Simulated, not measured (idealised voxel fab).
The process module that follows is named voxel transistor to metal.
It is cross-section cut that appears here, measuring 175 nm in width, its square cells being 5 nm in size.
Cross-section, as written here: a square-cell grid given band by band from the top down, where a band holds one or more rows of cells.
Read a band's entry like this: the first values are the height of its top and the height of its bottom in nm, and what follows is the sequence of materials from left to right, each with its width in nm. Note that "empty" is empty space, and that a single material marked "edge to edge" reaches across the band from edge to edge.
It should be noted that heights are counted from 0, beneath which the wafer as supplied is of one material throughout, and that the lowest band possesses no lower boundary but continues downward, as written in "from 0 down".
Quick explanation for "30..40": the width changes in equal steps down the rows of cells, from the first number in the band's top row to the second number in its bottom row.
The designation "no alterations made", where it is given for a processing step, indicates that no cell of the cross-section was altered in the course of that step.
The entry "Enclosed void listing" lists the empty spaces that cover at least 8 cells and have no open path to the top. Each is written as width x height at distance, where the distance is measured from the left edge and all three values are in nm.
Read whatever lies past the settings on a step's line as the simulator's own remark about the step.
The setting "overlay nm" may be written on the line of a step. When the step uses a mask, the value reports how far to the right of the planned place the mask lay, and a negative value reports that it lay to the left.
**List of planned process steps**
1. RECEIVE | material Si
2. OXIDIZE | depth nm 5
3. CONFORMAL_DEP | material SiN | thk nm 15
4. MASKED_ETCH | tone cover | mask id ACTIVE | width nm 105 | etch materials SiN | depth nm 15 | overlay nm 0
5. MASKED_ETCH | tone cover | mask id ACTIVE | width nm 105 | etch materials SiO2 | depth nm 5 | overlay nm 0
6. MASKED_ETCH | tone cover | mask id ACTIVE | width nm 105 | etch materials Si | depth nm 25 | overlay nm 0
7. OXIDIZE | depth nm 5
8. FILL_DEP | material SiO2 | thk nm 5
9. CMP | height nm 15
10. SELECTIVE_ETCH | etch materials SiO2 | depth nm 15
11. STRIP | etch materials SiN
12. SELECTIVE_ETCH | etch materials SiO2 | depth nm 5
13. OXIDIZE | depth nm 5
14. DIRECTIONAL_DEP | material polySi | thk nm 20
15. DIRECTIONAL_DEP | material SiCN | thk nm 10
16. DIRECTIONAL_DEP | material aC | thk nm 15
17. PATTERN | tone cover | mask id GATE | material resist | width nm 35 | thk nm 35 | overlay nm 0
18. DIRECTIONAL_ETCH | etch materials aC | depth nm 15
19. STRIP | etch materials resist
20. DIRECTIONAL_ETCH | etch materials SiCN | depth nm 20
21. DIRECTIONAL_ETCH | etch materials polySi | depth nm 30
22. STRIP | etch materials aC
23. CONFORMAL_DEP | material SiN | thk nm 5
24. DIRECTIONAL_ETCH | etch materials SiN | depth nm 5
25. DIRECTIONAL_ETCH | etch materials SiO2 | depth nm 5
26. DIRECTIONAL_ETCH | etch materials Si | depth nm 10
27. EPI | material SiGe | thk nm 15
28. FILL_DEP | material SiO2 | thk nm 5
29. CMP | height nm 15
30. STRIP | etch materials polySi
31. SELECTIVE_ETCH | etch materials SiO2 | depth nm 5
32. CONFORMAL_DEP | material HfO2 | thk nm 5
33. CONFORMAL_DEP | material TiN | thk nm 5
34. FILL_DEP | material W | thk nm 5
35. CMP | height nm 10
36. DIRECTIONAL_DEP | material SiO2 | thk nm 15
37. MASKED_ETCH | tone open | mask id CONTACT | width nm 15 | pitch nm 80 | etch materials SiO2 | depth nm 30 | overlay nm 0
38. CONFORMAL_DEP | material TiN | thk nm 5
39. FILL_DEP | material W | thk nm 5
40. CMP | height nm 25
41. DIRECTIONAL_DEP | material TiN | thk nm 5
42. DIRECTIONAL_DEP | material W | thk nm 15
43. MASKED_ETCH | tone cover | mask id METAL_1 | width nm 15 | pitch nm 80 | etch materials W | depth nm 15 | overlay nm 0
44. MASKED_ETCH | tone cover | mask id METAL_1 | width nm 15 | pitch nm 80 | etch materials TiN | depth nm 5 | overlay nm 0
45. CONFORMAL_DEP | material SiCN | thk nm 5
46. FILL_DEP | material lowk | thk nm 5
47. CMP | height nm 45
48. CONFORMAL_DEP | material SiCN | thk nm 5
49. DIRECTIONAL_DEP | material SiO2 | thk nm 30
50. PATTERN | tone open | mask id METAL_2 | material resist | width nm 15 | pitch nm 80 | thk nm 15 | overlay nm 0
51. DIRECTIONAL_ETCH | etch materials SiO2 | depth nm 15
52. STRIP | etch materials resist
53. DIRECTIONAL_DEP | material aC | thk nm 10
54. PATTERN | tone open | mask id METAL_2_HOLES | material resist | width nm 15 | pitch nm 80 | thk nm 30 | overlay nm 0
55. DIRECTIONAL_ETCH | etch materials aC | depth nm 10
56. STRIP | etch materials resist
57. DIRECTIONAL_ETCH | etch materials SiO2 | depth nm 15
58. DIRECTIONAL_ETCH | etch materials SiCN | depth nm 5
59. STRIP | etch materials aC
60. CONFORMAL_DEP | material TiN | thk nm 5
61. FILL_DEP | material Cu | thk nm 10
62. CMP | height nm 80
63. CONFORMAL_DEP | material SiCN | thk nm 5
**Incoming wafer in cross-section (state: after step 1)**
from 0 down = Si edge to edge
Enclosed void listing: none
**Below is the wafer in cross-section after the module was completed. It began from the starting point shown above and followed the plan shown above, except that one mistake was made while running it**
from 100 to 95 = SiCN edge to edge
from 95 to 85 = Cu edge to edge
from 85 to 80 = TiN (45), then Cu (5), then TiN (75), then Cu (5), then TiN (45)
from 80 to 50 = SiO2 (40), then TiN (5), then Cu (5), then TiN (5), then SiO2 (65), then TiN (5), then Cu (5), then TiN (5), then SiO2 (40)
from 50 to 45 = SiCN (40), then TiN (15), then SiCN (65), then TiN (15), then SiCN (40)
from 45 to 30 = lowk (35), then SiCN (5), then W (15), then SiCN (5), then lowk (55), then SiCN (5), then W (15), then SiCN (5), then lowk (35)
from 30 to 25 = SiCN (40), then TiN (15), then SiCN (65), then TiN (15), then SiCN (40)
from 25 to 10 = SiO2 (40), then TiN (5), then W (5), then TiN (5), then SiO2 (65), then TiN (5), then W (5), then TiN (5), then SiO2 (40)
from 10 to 5 = SiO2 (40), then TiN (15), then SiO2 (10), then SiN (5), then HfO2 (5), then TiN (5), then W (15), then TiN (5), then HfO2 (5), then SiN (5), then SiO2 (10), then TiN (15), then SiO2 (40)
from 5 to 0 = SiO2 (40), then TiN (10), then SiGe (15), then SiN (5), then HfO2 (5), then TiN (5), then W (15), then TiN (5), then HfO2 (5), then SiN (5), then SiGe (15), then TiN (10), then SiO2 (40)
from 0 to -5 = SiO2 (40), then TiN (10), then SiGe (15), then SiN (5), then HfO2 (5), then TiN (25), then HfO2 (5), then SiN (5), then SiGe (15), then TiN (10), then SiO2 (40)
from -5 to -10 = SiO2 (35), then SiGe (30), then HfO2 (45), then SiGe (30), then SiO2 (35)
from -10 to -20 = SiO2 (40), then SiGe (25), then Si (45), then SiGe (25), then SiO2 (40)
from -20 to -35 = SiO2 (40), then Si (95), then SiO2 (40)
from -35 down = Si edge to edge
Enclosed void listing: none
Deviation noted in wafer processing: with respect to the plan, step 62 was omitted and not executed
